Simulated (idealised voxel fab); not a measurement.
Name of the process module below: voxel fin reveal
Cross-section cut: width 235 nm, square cells of 5 nm.
Just so we're on the same page, the cross-sections are grids of square cells, and they're listed out in bands top to bottom, each band one or more rows deep.
Top, bottom (nm), then materials left to right with widths (nm); lone material tagged "edge to edge" fills the whole band edge to edge; "empty" = empty space.
Counting heights begins at 0, where everything beneath is, in the wafer as received, one material. The lowest band has no bottom; it goes on downwards, as "top 0, no bottom" shows.
A two-number width, for instance "30->40", indicates that the width is equal to the first number in the top row of the band and to the second number in the bottom row, and that it changes by a constant amount per row of cells.
No cell of the cross-section changed in a step that is given as "remained unchanged".
"Entrapped void list" specifies each empty space that is not open to the top and that occupies no fewer than 8 cells, using the form width x height at distance, the distance measured from the left edge and all three quantities in nm.
Past the settings on a step's line: simulator remark, on that step.
Each step line may optionally specify "overlay nm", which for a step with a mask gives the rightward distance between the mask's planned place and where it lay, a negative value indicating the leftward direction.
Each pair below shows a cross-section before one step and the cross-section after it, down to the lowest band that changed. The line under each pair gives the step between them, with its settings. The pairs can come from different runs of this module on the same starting wafer, so a pair continues from the pair above only where its "Pre-step section" says so.

### Pre-step section
  top 0, no bottom  Si edge to edge
  Entrapped void list: none

### Post-Process Section
  top 5, bottom 0  SiN edge to edge
  Anything lower than 0 is untouched.
  Entrapped void list: none
Between before and after as drawn above: CONFORMAL_DEP, material SiN, thk nm 5

Pre-step section: same picture as after in the pair right above, so we don't repeat it.

### Post-Process Section
  top 20, bottom 5  aC edge to edge
  Anything lower than 5 is untouched.
  Entrapped void list: none
Between before and after as drawn above: DIRECTIONAL_DEP, material aC, thk nm 15

Pre-step section: same picture as after in the pair right above, so we don't repeat it.

### Post-Process Section
  top 50, bottom 20  empty: 40 / resist: 15 / empty: 30 / resist: 15 / empty: 30 / resist: 15 / empty: 30 / resist: 15 / empty: 45
  Anything lower than 20 is untouched.
  Entrapped void list: none
Between before and after as drawn above: PATTERN, tone cover, mask id FINS, material resist, width nm 15, pitch nm 45, thk nm 30, overlay nm 0

Pre-step section: same picture as after in the pair right above, so we don't repeat it.

### Post-Process Section
  top 35, bottom 20  empty: 40 / resist: 15 / empty: 30 / resist: 15 / empty: 30 / resist: 15 / empty: 30 / resist: 15 / empty: 45
  top 20, bottom 5  empty: 40 / aC: 15 / empty: 30 / aC: 15 / empty: 30 / aC: 15 / empty: 30 / aC: 15 / empty: 45
  Anything lower than 5 is untouched.
  Entrapped void list: none
Between before and after as drawn above: DIRECTIONAL_ETCH, etch materials aC, depth nm 15

Pre-step section: same picture as after in the pair right above, so we don't repeat it.

### Post-Process Section
  top 20, bottom 5  empty: 40 / aC: 15 / empty: 30 / aC: 15 / empty: 30 / aC: 15 / empty: 30 / aC: 15 / empty: 45
  Anything lower than 5 is untouched.
  Entrapped void list: none
Between before and after as drawn above: STRIP, etch materials resist

Pre-step section: same picture as after in the pair right above, so we don't repeat it.

### Post-Process Section
  top 20, bottom 5  empty: 40 / aC: 15 / empty: 30 / aC: 15 / empty: 30 / aC: 15 / empty: 30 / aC: 15 / empty: 45
  top 5, bottom 0  empty: 40 / SiN: 15 / empty: 30 / SiN: 15 / empty: 30 / SiN: 15 / empty: 30 / SiN: 15 / empty: 45
  Anything lower than 0 is untouched.
  Entrapped void list: none
Between before and after as drawn above: DIRECTIONAL_ETCH, etch materials SiN, depth nm 5

Pre-step section: same picture as after in the pair right above, so we don't repeat it.

### Post-Process Section
  top 20, bottom 5  empty: 40 / aC: 15 / empty: 30 / aC: 15 / empty: 30 / aC: 15 / empty: 30 / aC: 15 / empty: 45
  top 5, bottom 0  empty: 40 / SiN: 15 / empty: 30 / SiN: 15 / empty: 30 / SiN: 15 / empty: 30 / SiN: 15 / empty: 45
  top 0, bottom -40  empty: 40 / Si: 15 / empty: 30 / Si: 15 / empty: 30 / Si: 15 / empty: 30 / Si: 15 / empty: 45
  Anything lower than -40 is untouched.
  Entrapped void list: none
Between before and after as drawn above: DIRECTIONAL_ETCH, etch materials Si, depth nm 40

Pre-step section: same picture as after in the pair right above, so we don't repeat it.

### Post-Process Section
  top 5, bottom 0  empty: 40 / SiN: 15 / empty: 30 / SiN: 15 / empty: 30 / SiN: 15 / empty: 30 / SiN: 15 / empty: 45
  Anything lower than 0 is untouched.
  Entrapped void list: none
Between before and after as drawn above: STRIP, etch materials aC

Pre-step section: same picture as after in the pair right above, so we don't repeat it.

### Post-Process Section
  top 15, bottom 5  SiO2 edge to edge
  top 5, bottom 0  SiO2: 40 / SiN: 15 / SiO2: 30 / SiN: 15 / SiO2: 30 / SiN: 15 / SiO2: 30 / SiN: 15 / SiO2: 45
  top 0, bottom -40  SiO2: 40 / Si: 15 / SiO2: 30 / Si: 15 / SiO2: 30 / Si: 15 / SiO2: 30 / Si: 15 / SiO2: 45
  Anything lower than -40 is untouched.
  Entrapped void list: none
Between before and after as drawn above: FILL_DEP, material SiO2, thk nm 10

Pre-step section: same picture as after in the pair right above, so we don't repeat it.

### Post-Process Section
  top 5, bottom 0  SiO2: 40 / SiN: 15 / SiO2: 30 / SiN: 15 / SiO2: 30 / SiN: 15 / SiO2: 30 / SiN: 15 / SiO2: 45
  Anything lower than 0 is untouched.
  Entrapped void list: none
Between before and after as drawn above: CMP, height nm 5

Pre-step section: same picture as after in the pair right above, so we don't repeat it.

### Post-Process Section
  top 5, bottom 0  empty: 40 / SiN: 15 / empty: 30 / SiN: 15 / empty: 30 / SiN: 15 / empty: 30 / SiN: 15 / empty: 45
  top 0, bottom -30  empty: 40 / Si: 15 / empty: 30 / Si: 15 / empty: 30 / Si: 15 / empty: 30 / Si: 15 / empty: 45
  Anything lower than -30 is untouched.
  Entrapped void list: none
Between before and after as drawn above: SELECTIVE_ETCH, etch materials SiO2, depth nm 35

Pre-step section: same picture as after in the pair right above, so we don't repeat it.

### Post-Process Section
  top 0, bottom -30  empty: 40 / Si: 15 / empty: 30 / Si: 15 / empty: 30 / Si: 15 / empty: 30 / Si: 15 / empty: 45
  Anything lower than -30 is untouched.
  Entrapped void list: none
Between before and after as drawn above: STRIP, etch materials SiN

### Pre-step section
  top 0, no bottom  Si edge to edge
  Entrapped void list: none

### Post-Process Section
  top 15, bottom 0  aC edge to edge
  Anything lower than 0 is untouched.
  Entrapped void list: none
Between before and after as drawn above: DIRECTIONAL_DEP, material aC, thk nm 15

Pre-step section: same picture as after in the pair right above, so we don't repeat it.

### Post-Process Section
  top 45, bottom 15  empty: 40 / resist: 15 / empty: 30 / resist: 15 / empty: 30 / resist: 15 / empty: 30 / resist: 15 / empty: 45
  Anything lower than 15 is untouched.
  Entrapped void list: none
Between before and after as drawn above: PATTERN, tone cover, mask id FINS, material resist, width nm 15, pitch nm 45, thk nm 30, overlay nm 0

Pre-step section: same picture as after in the pair right above, so we don't repeat it.

### Post-Process Section
  top 30, bottom 15  empty: 40 / resist: 15 / empty: 30 / resist: 15 / empty: 30 / resist: 15 / empty: 30 / resist: 15 / empty: 45
  top 15, bottom 0  empty: 40 / aC: 15 / empty: 30 / aC: 15 / empty: 30 / aC: 15 / empty: 30 / aC: 15 / empty: 45
  Anything lower than 0 is untouched.
  Entrapped void list: none
Between before and after as drawn above: DIRECTIONAL_ETCH, etch materials aC, depth nm 15

Pre-step section: same picture as after in the pair right above, so we don't repeat it.

### Post-Process Section
  top 15, bottom 0  empty: 40 / aC: 15 / empty: 30 / aC: 15 / empty: 30 / aC: 15 / empty: 30 / aC: 15 / empty: 45
  Anything lower than 0 is untouched.
  Entrapped void list: none
Between before and after as drawn above: STRIP, etch materials resist

Pre-step section: same picture as after in the pair right above, so we don't repeat it.

### Post-Process Section
  top 15, bottom 0  empty: 40 / aC: 15 / empty: 30 / aC: 15 / empty: 30 / aC: 15 / empty: 30 / aC: 15 / empty: 45
  top 0, bottom -40  empty: 40 / Si: 15 / empty: 30 / Si: 15 / empty: 30 / Si: 15 / empty: 30 / Si: 15 / empty: 45
  Anything lower than -40 is untouched.
  Entrapped void list: none
Between before and after as drawn above: DIRECTIONAL_ETCH, etch materials Si, depth nm 40

Pre-step section: same picture as after in the pair right above, so we don't repeat it.

### Post-Process Section
  top 0, bottom -40  empty: 40 / Si: 15 / empty: 30 / Si: 15 / empty: 30 / Si: 15 / empty: 30 / Si: 15 / empty: 45
  Anything lower than -40 is untouched.
  Entrapped void list: none
Between before and after as drawn above: STRIP, etch materials aC

Pre-step section: same picture as after in the pair right above, so we don't repeat it.

### Post-Process Section
  top 10, bottom 0  SiO2 edge to edge
  top 0, bottom -40  SiO2: 40 / Si: 15 / SiO2: 30 / Si: 15 / SiO2: 30 / Si: 15 / SiO2: 30 / Si: 15 / SiO2: 45
  Anything lower than -40 is untouched.
  Entrapped void list: none
Between before and after as drawn above: FILL_DEP, material SiO2, thk nm 10

Pre-step section: same picture as after in the pair right above, so we don't repeat it.

### Post-Process Section
  top 5, bottom 0  SiO2 edge to edge
  Anything lower than 0 is untouched.
  Entrapped void list: none
Between before and after as drawn above: CMP, height nm 5

Pre-step section: same picture as after in the pair right above, so we don't repeat it.

### Post-Process Section
  top 0, bottom -30  empty: 40 / Si: 15 / empty: 30 / Si: 15 / empty: 30 / Si: 15 / empty: 30 / Si: 15 / empty: 45
  Anything lower than -30 is untouched.
  Entrapped void list: none
Between before and after as drawn above: SELECTIVE_ETCH, etch materials SiO2, depth nm 35

### Pre-step section
  top 20, bottom 5  empty: 40 / aC: 15 / empty: 30 / aC: 15 / empty: 30 / aC: 15 / empty: 30 / aC: 15 / empty: 45
  top 5, bottom 0  empty: 40 / SiN: 15 / empty: 30 / SiN: 15 / empty: 30 / SiN: 15 / empty: 30 / SiN: 15 / empty: 45
  top 0, bottom -40  empty: 40 / Si: 15 / empty: 30 / Si: 15 / empty: 30 / Si: 15 / empty: 30 / Si: 15 / empty: 45
  top -40, no bottom  Si edge to edge
  Entrapped void list: none

### Post-Process Section
  top 20, bottom 5  empty: 40 / aC: 15 / empty: 30 / aC: 15 / empty: 30 / aC: 15 / empty: 30 / aC: 15 / empty: 45
  top 5, bottom 0  empty: 40 / SiN: 15 / empty: 30 / SiN: 15 / empty: 30 / SiN: 15 / empty: 30 / SiN: 15 / empty: 45
  top 0, bottom -80  empty: 40 / Si: 15 / empty: 30 / Si: 15 / empty: 30 / Si: 15 / empty: 30 / Si: 15 / empty: 45
  Anything lower than -80 is untouched.
  Entrapped void list: none
Between before and after as drawn above: DIRECTIONAL_ETCH, etch materials Si, depth nm 40

Pre-step section: same picture as after in the pair right above, so we don't repeat it.

### Post-Process Section
  top 5, bottom 0  empty: 40 / SiN: 15 / empty: 30 / SiN: 15 / empty: 30 / SiN: 15 / empty: 30 / SiN: 15 / empty: 45
  Anything lower than 0 is untouched.
  Entrapped void list: none
Between before and after as drawn above: STRIP, etch materials aC

Pre-step section: same picture as after in the pair right above, so we don't repeat it.

### Post-Process Section
  top 15, bottom 5  SiO2 edge to edge
  top 5, bottom 0  SiO2: 40 / SiN: 15 / SiO2: 30 / SiN: 15 / SiO2: 30 / SiN: 15 / SiO2: 30 / SiN: 15 / SiO2: 45
  top 0, bottom -80  SiO2: 40 / Si: 15 / SiO2: 30 / Si: 15 / SiO2: 30 / Si: 15 / SiO2: 30 / Si: 15 / SiO2: 45
  Anything lower than -80 is untouched.
  Entrapped void list: none
Between before and after as drawn above: FILL_DEP, material SiO2, thk nm 10

Pre-step section: same picture as after in the pair right above, so we don't repeat it.

### Post-Process Section
  top 5, bottom 0  SiO2: 40 / SiN: 15 / SiO2: 30 / SiN: 15 / SiO2: 30 / SiN: 15 / SiO2: 30 / SiN: 15 / SiO2: 45
  Anything lower than 0 is untouched.
  Entrapped void list: none
Between before and after as drawn above: CMP, height nm 5

Pre-step section: same picture as after in the pair right above, so we don't repeat it.

### Post-Process Section
  top 5, bottom 0  empty: 40 / SiN: 15 / empty: 30 / SiN: 15 / empty: 30 / SiN: 15 / empty: 30 / SiN: 15 / empty: 45
  top 0, bottom -30  empty: 40 / Si: 15 / empty: 30 / Si: 15 / empty: 30 / Si: 15 / empty: 30 / Si: 15 / empty: 45
  Anything lower than -30 is untouched.
  Entrapped void list: none
Between before and after as drawn above: SELECTIVE_ETCH, etch materials SiO2, depth nm 35

Pre-step section: same picture as after in the pair right above, so we don't repeat it.

### Post-Process Section
  top 0, bottom -30  empty: 40 / Si: 15 / empty: 30 / Si: 15 / empty: 30 / Si: 15 / empty: 30 / Si: 15 / empty: 45
  Anything lower than -30 is untouched.
  Entrapped void list: none
Between before and after as drawn above: STRIP, etch materials SiN

### Pre-step section
  top 5, bottom 0  SiO2: 40 / SiN: 15 / SiO2: 30 / SiN: 15 / SiO2: 30 / SiN: 15 / SiO2: 30 / SiN: 15 / SiO2: 45
  top 0, bottom -40  SiO2: 40 / Si: 15 / SiO2: 30 / Si: 15 / SiO2: 30 / Si: 15 / SiO2: 30 / Si: 15 / SiO2: 45
  top -40, no bottom  Si edge to edge
  Entrapped void list: none

### Post-Process Section
  top 5, bottom 0  SiO2: 40 / empty: 15 / SiO2: 30 / empty: 15 / SiO2: 30 / empty: 15 / SiO2: 30 / empty: 15 / SiO2: 45
  Anything lower than 0 is untouched.
  Entrapped void list: none
Between before and after as drawn above: STRIP, etch materials SiN

Pre-step section: same picture as after in the pair right above, so we don't repeat it.

### Post-Process Section
  top 0, bottom -30  empty: 40 / Si: 15 / empty: 30 / Si: 15 / empty: 30 / Si: 15 / empty: 30 / Si: 15 / empty: 45
  top -30, bottom -35  SiO2: 5 / empty: 35 / Si: 15 / empty: 30 / Si: 15 / empty: 30 / Si: 15 / empty: 30 / Si: 15 / empty: 35 / SiO2: 10
  Anything lower than -35 is untouched.
  Entrapped void list: none
Between before and after as drawn above: SELECTIVE_ETCH, etch materials SiO2, depth nm 35

### Pre-step section
  top 20, bottom 5  empty: 40 / aC: 15 / empty: 30 / aC: 15 / empty: 30 / aC: 15 / empty: 30 / aC: 15 / empty: 45
  top 5, bottom 0  empty: 40 / SiN: 15 / empty: 30 / SiN: 15 / empty: 30 / SiN: 15 / empty: 30 / SiN: 15 / empty: 45
  top 0, no bottom  Si edge to edge
  Entrapped void list: none

### Post-Process Section
  top 20, bottom 5  empty: 40 / aC: 15 / empty: 30 / aC: 15 / empty: 30 / aC: 15 / empty: 30 / aC: 15 / empty: 45
  top 5, bottom 0  empty: 40 / SiN: 15 / empty: 30 / SiN: 15 / empty: 30 / SiN: 15 / empty: 30 / SiN: 15 / empty: 45
  top 0, bottom -45  empty: 40 / Si: 15 / empty: 30 / Si: 15 / empty: 30 / Si: 15 / empty: 30 / Si: 15 / empty: 45
  Anything lower than -45 is untouched.
  Entrapped void list: none
Between before and after as drawn above: DIRECTIONAL_ETCH, etch materials Si, depth nm 45

Pre-step section: same picture as after in the pair right above, so we don't repeat it.

### Post-Process Section
  top 5, bottom 0  empty: 40 / SiN: 15 / empty: 30 / SiN: 15 / empty: 30 / SiN: 15 / empty: 30 / SiN: 15 / empty: 45
  Anything lower than 0 is untouched.
  Entrapped void list: none
Between before and after as drawn above: STRIP, etch materials aC

Pre-step section: same picture as after in the pair right above, so we don't repeat it.

### Post-Process Section
  top 15, bottom 5  SiO2 edge to edge
  top 5, bottom 0  SiO2: 40 / SiN: 15 / SiO2: 30 / SiN: 15 / SiO2: 30 / SiN: 15 / SiO2: 30 / SiN: 15 / SiO2: 45
  top 0, bottom -45  SiO2: 40 / Si: 15 / SiO2: 30 / Si: 15 / SiO2: 30 / Si: 15 / SiO2: 30 / Si: 15 / SiO2: 45
  Anything lower than -45 is untouched.
  Entrapped void list: none
Between before and after as drawn above: FILL_DEP, material SiO2, thk nm 10

Pre-step section: same picture as after in the pair right above, so we don't repeat it.

### Post-Process Section
  top 5, bottom 0  SiO2: 40 / SiN: 15 / SiO2: 30 / SiN: 15 / SiO2: 30 / SiN: 15 / SiO2: 30 / SiN: 15 / SiO2: 45
  Anything lower than 0 is untouched.
  Entrapped void list: none
Between before and after as drawn above: CMP, height nm 5

Pre-step section: same picture as after in the pair right above, so we don't repeat it.

### Post-Process Section
  top 5, bottom 0  empty: 40 / SiN: 15 / empty: 30 / SiN: 15 / empty: 30 / SiN: 15 / empty: 30 / SiN: 15 / empty: 45
  top 0, bottom -30  empty: 40 / Si: 15 / empty: 30 / Si: 15 / empty: 30 / Si: 15 / empty: 30 / Si: 15 / empty: 45
  Anything lower than -30 is untouched.
  Entrapped void list: none
Between before and after as drawn above: SELECTIVE_ETCH, etch materials SiO2, depth nm 35

Pre-step section: same picture as after in the pair right above, so we don't repeat it.

### Post-Process Section
  top 0, bottom -30  empty: 40 / Si: 15 / empty: 30 / Si: 15 / empty: 30 / Si: 15 / empty: 30 / Si: 15 / empty: 45
  Anything lower than -30 is untouched.
  Entrapped void list: none
Between before and after as drawn above: STRIP, etch materials SiN

### Pre-step section
  top 20, bottom 5  aC edge to edge
  top 5, bottom 0  SiN edge to edge
  top 0, no bottom  Si edge to edge
  Entrapped void list: none

### Post-Process Section
  top 50, bottom 20  empty: 40 / resist: 20 / empty: 25 / resist: 20 / empty: 25 / resist: 20 / empty: 25 / resist: 20 / empty: 40
  Anything lower than 20 is untouched.
  Entrapped void list: none
Between before and after as drawn above: PATTERN, tone cover, mask id FINS, material resist, width nm 20, pitch nm 45, thk nm 30, overlay nm 0

Pre-step section: same picture as after in the pair right above, so we don't repeat it.

### Post-Process Section
  top 35, bottom 20  empty: 40 / resist: 20 / empty: 25 / resist: 20 / empty: 25 / resist: 20 / empty: 25 / resist: 20 / empty: 40
  top 20, bottom 5  empty: 40 / aC: 20 / empty: 25 / aC: 20 / empty: 25 / aC: 20 / empty: 25 / aC: 20 / empty: 40
  Anything lower than 5 is untouched.
  Entrapped void list: none
Between before and after as drawn above: DIRECTIONAL_ETCH, etch materials aC, depth nm 15

Pre-step section: same picture as after in the pair right above, so we don't repeat it.

### Post-Process Section
  top 20, bottom 5  empty: 40 / aC: 20 / empty: 25 / aC: 20 / empty: 25 / aC: 20 / empty: 25 / aC: 20 / empty: 40
  Anything lower than 5 is untouched.
  Entrapped void list: none
Between before and after as drawn above: STRIP, etch materials resist

Pre-step section: same picture as after in the pair right above, so we don't repeat it.

### Post-Process Section
  top 20, bottom 5  empty: 40 / aC: 20 / empty: 25 / aC: 20 / empty: 25 / aC: 20 / empty: 25 / aC: 20 / empty: 40
  top 5, bottom 0  empty: 40 / SiN: 20 / empty: 25 / SiN: 20 / empty: 25 / SiN: 20 / empty: 25 / SiN: 20 / empty: 40
  Anything lower than 0 is untouched.
  Entrapped void list: none
Between before and after as drawn above: DIRECTIONAL_ETCH, etch materials SiN, depth nm 5

Pre-step section: same picture as after in the pair right above, so we don't repeat it.

### Post-Process Section
  top 20, bottom 5  empty: 40 / aC: 20 / empty: 25 / aC: 20 / empty: 25 / aC: 20 / empty: 25 / aC: 20 / empty: 40
  top 5, bottom 0  empty: 40 / SiN: 20 / empty: 25 / SiN: 20 / empty: 25 / SiN: 20 / empty: 25 / SiN: 20 / empty: 40
  top 0, bottom -40  empty: 40 / Si: 20 / empty: 25 / Si: 20 / empty: 25 / Si: 20 / empty: 25 / Si: 20 / empty: 40
  Anything lower than -40 is untouched.
  Entrapped void list: none
Between before and after as drawn above: DIRECTIONAL_ETCH, etch materials Si, depth nm 40

Pre-step section: same picture as after in the pair right above, so we don't repeat it.

### Post-Process Section
  top 5, bottom 0  empty: 40 / SiN: 20 / empty: 25 / SiN: 20 / empty: 25 / SiN: 20 / empty: 25 / SiN: 20 / empty: 40
  Anything lower than 0 is untouched.
  Entrapped void list: none
Between before and after as drawn above: STRIP, etch materials aC

Pre-step section: same picture as after in the pair right above, so we don't repeat it.

### Post-Process Section
  top 15, bottom 5  SiO2 edge to edge
  top 5, bottom 0  SiO2: 40 / SiN: 20 / SiO2: 25 / SiN: 20 / SiO2: 25 / SiN: 20 / SiO2: 25 / SiN: 20 / SiO2: 40
  top 0, bottom -40  SiO2: 40 / Si: 20 / SiO2: 25 / Si: 20 / SiO2: 25 / Si: 20 / SiO2: 25 / Si: 20 / SiO2: 40
  Anything lower than -40 is untouched.
  Entrapped void list: none
Between before and after as drawn above: FILL_DEP, material SiO2, thk nm 10

Pre-step section: same picture as after in the pair right above, so we don't repeat it.

### Post-Process Section
  top 5, bottom 0  SiO2: 40 / SiN: 20 / SiO2: 25 / SiN: 20 / SiO2: 25 / SiN: 20 / SiO2: 25 / SiN: 20 / SiO2: 40
  Anything lower than 0 is untouched.
  Entrapped void list: none
Between before and after as drawn above: CMP, height nm 5

Pre-step section: same picture as after in the pair right above, so we don't repeat it.

### Post-Process Section
  top 5, bottom 0  empty: 40 / SiN: 20 / empty: 25 / SiN: 20 / empty: 25 / SiN: 20 / empty: 25 / SiN: 20 / empty: 40
  top 0, bottom -30  empty: 40 / Si: 20 / empty: 25 / Si: 20 / empty: 25 / Si: 20 / empty: 25 / Si: 20 / empty: 40
  Anything lower than -30 is untouched.
  Entrapped void list: none
Between before and after as drawn above: SELECTIVE_ETCH, etch materials SiO2, depth nm 35

Pre-step section: same picture as after in the pair right above, so we don't repeat it.

### Post-Process Section
  top 0, bottom -30  empty: 40 / Si: 20 / empty: 25 / Si: 20 / empty: 25 / Si: 20 / empty: 25 / Si: 20 / empty: 40
  Anything lower than -30 is untouched.
  Entrapped void list: none
Between before and after as drawn above: STRIP, etch materials SiN

### Pre-step section
  top 20, bottom 5  aC edge to edge
  top 5, bottom 0  SiN edge to edge
  top 0, no bottom  Si edge to edge
  Entrapped void list: none

### Post-Process Section
  top 50, bottom 20  empty: 35 / resist: 15 / empty: 30 / resist: 15 / empty: 30 / resist: 15 / empty: 30 / resist: 15 / empty: 50
  Anything lower than 20 is untouched.
  Entrapped void list: none
Between before and after as drawn above: PATTERN, tone cover, mask id FINS, material resist, width nm 15, pitch nm 45, thk nm 30, overlay nm -5

Pre-step section: same picture as after in the pair right above, so we don't repeat it.

### Post-Process Section
  top 35, bottom 20  empty: 35 / resist: 15 / empty: 30 / resist: 15 / empty: 30 / resist: 15 / empty: 30 / resist: 15 / empty: 50
  top 20, bottom 5  empty: 35 / aC: 15 / empty: 30 / aC: 15 / empty: 30 / aC: 15 / empty: 30 / aC: 15 / empty: 50
  Anything lower than 5 is untouched.
  Entrapped void list: none
Between before and after as drawn above: DIRECTIONAL_ETCH, etch materials aC, depth nm 15

Pre-step section: same picture as after in the pair right above, so we don't repeat it.

### Post-Process Section
  top 20, bottom 5  empty: 35 / aC: 15 / empty: 30 / aC: 15 / empty: 30 / aC: 15 / empty: 30 / aC: 15 / empty: 50
  Anything lower than 5 is untouched.
  Entrapped void list: none
Between before and after as drawn above: STRIP, etch materials resist

Pre-step section: same picture as after in the pair right above, so we don't repeat it.

### Post-Process Section
  top 20, bottom 5  empty: 35 / aC: 15 / empty: 30 / aC: 15 / empty: 30 / aC: 15 / empty: 30 / aC: 15 / empty: 50
  top 5, bottom 0  empty: 35 / SiN: 15 / empty: 30 / SiN: 15 / empty: 30 / SiN: 15 / empty: 30 / SiN: 15 / empty: 50
  Anything lower than 0 is untouched.
  Entrapped void list: none
Between before and after as drawn above: DIRECTIONAL_ETCH, etch materials SiN, depth nm 5

Pre-step section: same picture as after in the pair right above, so we don't repeat it.

### Post-Process Section
  top 20, bottom 5  empty: 35 / aC: 15 / empty: 30 / aC: 15 / empty: 30 / aC: 15 / empty: 30 / aC: 15 / empty: 50
  top 5, bottom 0  empty: 35 / SiN: 15 / empty: 30 / SiN: 15 / empty: 30 / SiN: 15 / empty: 30 / SiN: 15 / empty: 50
  top 0, bottom -40  empty: 35 / Si: 15 / empty: 30 / Si: 15 / empty: 30 / Si: 15 / empty: 30 / Si: 15 / empty: 50
  Anything lower than -40 is untouched.
  Entrapped void list: none
Between before and after as drawn above: DIRECTIONAL_ETCH, etch materials Si, depth nm 40

Pre-step section: same picture as after in the pair right above, so we don't repeat it.

### Post-Process Section
  top 5, bottom 0  empty: 35 / SiN: 15 / empty: 30 / SiN: 15 / empty: 30 / SiN: 15 / empty: 30 / SiN: 15 / empty: 50
  Anything lower than 0 is untouched.
  Entrapped void list: none
Between before and after as drawn above: STRIP, etch materials aC

Pre-step section: same picture as after in the pair right above, so we don't repeat it.

### Post-Process Section
  top 15, bottom 5  SiO2 edge to edge
  top 5, bottom 0  SiO2: 35 / SiN: 15 / SiO2: 30 / SiN: 15 / SiO2: 30 / SiN: 15 / SiO2: 30 / SiN: 15 / SiO2: 50
  top 0, bottom -40  SiO2: 35 / Si: 15 / SiO2: 30 / Si: 15 / SiO2: 30 / Si: 15 / SiO2: 30 / Si: 15 / SiO2: 50
  Anything lower than -40 is untouched.
  Entrapped void list: none
Between before and after as drawn above: FILL_DEP, material SiO2, thk nm 10

Pre-step section: same picture as after in the pair right above, so we don't repeat it.

### Post-Process Section
  top 5, bottom 0  SiO2: 35 / SiN: 15 / SiO2: 30 / SiN: 15 / SiO2: 30 / SiN: 15 / SiO2: 30 / SiN: 15 / SiO2: 50
  Anything lower than 0 is untouched.
  Entrapped void list: none
Between before and after as drawn above: CMP, height nm 5

Pre-step section: same picture as after in the pair right above, so we don't repeat it.

### Post-Process Section
  top 5, bottom 0  empty: 35 / SiN: 15 / empty: 30 / SiN: 15 / empty: 30 / SiN: 15 / empty: 30 / SiN: 15 / empty: 50
  top 0, bottom -30  empty: 35 / Si: 15 / empty: 30 / Si: 15 / empty: 30 / Si: 15 / empty: 30 / Si: 15 / empty: 50
  Anything lower than -30 is untouched.
  Entrapped void list: none
Between before and after as drawn above: SELECTIVE_ETCH, etch materials SiO2, depth nm 35

Pre-step section: same picture as after in the pair right above, so we don't repeat it.

### Post-Process Section
  top 0, bottom -30  empty: 35 / Si: 15 / empty: 30 / Si: 15 / empty: 30 / Si: 15 / empty: 30 / Si: 15 / empty: 50
  Anything lower than -30 is untouched.
  Entrapped void list: none
Between before and after as drawn above: STRIP, etch materials SiN

### Pre-step section
  top 5, bottom 0  empty: 40 / SiN: 15 / empty: 30 / SiN: 15 / empty: 30 / SiN: 15 / empty: 30 / SiN: 15 / empty: 45
  top 0, bottom -30  empty: 40 / Si: 15 / empty: 30 / Si: 15 / empty: 30 / Si: 15 / empty: 30 / Si: 15 / empty: 45
  top -30, bottom -40  SiO2: 40 / Si: 15 / SiO2: 30 / Si: 15 / SiO2: 30 / Si: 15 / SiO2: 30 / Si: 15 / SiO2: 45
  top -40, no bottom  Si edge to edge
  Entrapped void list: none

### Post-Process Section
  top 5, bottom 0  empty: 40 / SiN: 15 / empty: 30 / SiN: 15 / empty: 30 / SiN: 15 / empty: 30 / SiN: 15 / empty: 45
  top 0, bottom -40  empty: 40 / Si: 15 / empty: 30 / Si: 15 / empty: 30 / Si: 15 / empty: 30 / Si: 15 / empty: 45
  Anything lower than -40 is untouched.
  Entrapped void list: none
Between before and after as drawn above: STRIP, etch materials SiO2

### Pre-step section
  top 20, bottom 5  aC edge to edge
  top 5, bottom 0  SiN edge to edge
  top 0, no bottom  Si edge to edge
  Entrapped void list: none

### Post-Process Section
  top 50, bottom 20  resist: 40 / empty: 15 / resist: 30 / empty: 15 / resist: 30 / empty: 15 / resist: 30 / empty: 15 / resist: 45
  Anything lower than 20 is untouched.
  Entrapped void list: none
Between before and after as drawn above: PATTERN, tone open, mask id FINS, material resist, width nm 15, pitch nm 45, thk nm 30, overlay nm 0

Pre-step section: same picture as after in the pair right above, so we don't repeat it.

### Post-Process Section
  top 35, bottom 20  resist: 40 / empty: 15 / resist: 30 / empty: 15 / resist: 30 / empty: 15 / resist: 30 / empty: 15 / resist: 45
  top 20, bottom 5  aC: 40 / empty: 15 / aC: 30 / empty: 15 / aC: 30 / empty: 15 / aC: 30 / empty: 15 / aC: 45
  Anything lower than 5 is untouched.
  Entrapped void list: none
Between before and after as drawn above: DIRECTIONAL_ETCH, etch materials aC, depth nm 15

Pre-step section: same picture as after in the pair right above, so we don't repeat it.

### Post-Process Section
  top 20, bottom 5  aC: 40 / empty: 15 / aC: 30 / empty: 15 / aC: 30 / empty: 15 / aC: 30 / empty: 15 / aC: 45
  Anything lower than 5 is untouched.
  Entrapped void list: none
Between before and after as drawn above: STRIP, etch materials resist

Pre-step section: same picture as after in the pair right above, so we don't repeat it.

### Post-Process Section
  top 20, bottom 5  aC: 40 / empty: 15 / aC: 30 / empty: 15 / aC: 30 / empty: 15 / aC: 30 / empty: 15 / aC: 45
  top 5, bottom 0  SiN: 40 / empty: 15 / SiN: 30 / empty: 15 / SiN: 30 / empty: 15 / SiN: 30 / empty: 15 / SiN: 45
  Anything lower than 0 is untouched.
  Entrapped void list: none
Between before and after as drawn above: DIRECTIONAL_ETCH, etch materials SiN, depth nm 5

Pre-step section: same picture as after in the pair right above, so we don't repeat it.

### Post-Process Section
  top 20, bottom 5  aC: 40 / empty: 15 / aC: 30 / empty: 15 / aC: 30 / empty: 15 / aC: 30 / empty: 15 / aC: 45
  top 5, bottom 0  SiN: 40 / empty: 15 / SiN: 30 / empty: 15 / SiN: 30 / empty: 15 / SiN: 30 / empty: 15 / SiN: 45
  top 0, bottom -40  Si: 40 / empty: 15 / Si: 30 / empty: 15 / Si: 30 / empty: 15 / Si: 30 / empty: 15 / Si: 45
  Anything lower than -40 is untouched.
  Entrapped void list: none
Between before and after as drawn above: DIRECTIONAL_ETCH, etch materials Si, depth nm 40

Pre-step section: same picture as after in the pair right above, so we don't repeat it.

### Post-Process Section
  top 5, bottom 0  SiN: 40 / empty: 15 / SiN: 30 / empty: 15 / SiN: 30 / empty: 15 / SiN: 30 / empty: 15 / SiN: 45
  Anything lower than 0 is untouched.
  Entrapped void list: none
Between before and after as drawn above: STRIP, etch materials aC

Pre-step section: same picture as after in the pair right above, so we don't repeat it.

### Post-Process Section
  top 15, bottom 5  SiO2 edge to edge
  top 5, bottom 0  SiN: 40 / SiO2: 15 / SiN: 30 / SiO2: 15 / SiN: 30 / SiO2: 15 / SiN: 30 / SiO2: 15 / SiN: 45
  top 0, bottom -40  Si: 40 / SiO2: 15 / Si: 30 / SiO2: 15 / Si: 30 / SiO2: 15 / Si: 30 / SiO2: 15 / Si: 45
  Anything lower than -40 is untouched.
  Entrapped void list: none
Between before and after as drawn above: FILL_DEP, material SiO2, thk nm 10
